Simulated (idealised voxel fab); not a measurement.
process module | voxel ribs on slabs
cross-section cut | 260 nm wide | cells 5 nm
A cross-section is a grid of square cells, given in bands from the top down. A band is one or more rows of cells.
Each band's line starts with the height of the band's top and of its bottom, in nm. Then come its materials from left to right, each with its width in nm. One material with "throughout" fills the band from edge to edge. "air" is empty space.
Height 0 is the level under which the wafer as received is all one material. The lowest band goes on downwards, as in "0 down".
A width such as "30 to 40" changes by the same amount from each row of cells to the next, from the band's top row to its bottom row.
"no change" after a step means that no cell of the cross-section changed.
closed voids: empty space of 8 cells or more with no open way to the top, each as width x height at its distance from the left edge, in nm
after a step's settings: what the simulator itself notes on the step
overlay nm, on a step with a mask: how far to the right of its planned place the mask lay; to the left if negative
plan
1 op RECEIVE | material Si
2 op DIRECTIONAL_DEP | material SiO2 | thk nm 30
3 op DIRECTIONAL_DEP | material SiN | thk nm 15
4 op PATTERN | tone cover | mask id RIB | material resist | width nm 25 | thk nm 15 | overlay nm 0
5 op DIRECTIONAL_ETCH | etch materials SiN | depth nm 5
6 op STRIP | etch materials resist
7 op MASKED_ETCH | tone cover | mask id SLAB | width nm 55 | etch materials SiN | depth nm 10 | overlay nm 0
8 op FILL_DEP | material SiO2 | thk nm 25
9 op CMP | height nm 65
10 op DIRECTIONAL_DEP | material TiN | thk nm 5
11 op MASKED_ETCH | tone cover | mask id HEATER | width nm 35 | etch materials TiN | depth nm 5 | overlay nm 0
12 op CONFORMAL_DEP | material SiO2 | thk nm 5
as received, after step 1
  0 down: Si throughout
  closed voids: none
first wafer at the end, as planned
  75 to 70: air 105 | SiO2 45 | air 110
  70 to 65: SiO2 110 | TiN 35 | SiO2 115
  65 to 45: SiO2 throughout
  45 to 40: SiO2 115 | SiN 25 | SiO2 120
  40 to 30: SiO2 100 | SiN 55 | SiO2 105
  30 to 0: SiO2 throughout
  0 down: Si throughout
  closed voids: none
second wafer at the end: like start, like plan, one mistake
  75 to 70: air 110 | SiO2 35 | air 115
  70 to 65: SiO2 115 | TiN 25 | SiO2 120
  65 to 45: SiO2 throughout
  45 to 40: SiO2 115 | SiN 25 | SiO2 120
  40 to 30: SiO2 100 | SiN 55 | SiO2 105
  30 to 0: SiO2 throughout
  0 down: Si throughout
  closed voids: none
what went wrong: step 11 ran as: op MASKED_ETCH | tone cover | mask id HEATER | width nm 25 | etch materials TiN | depth nm 5 | overlay nm 0
at the end the second wafer has, in cells: 2 fewer of TiN
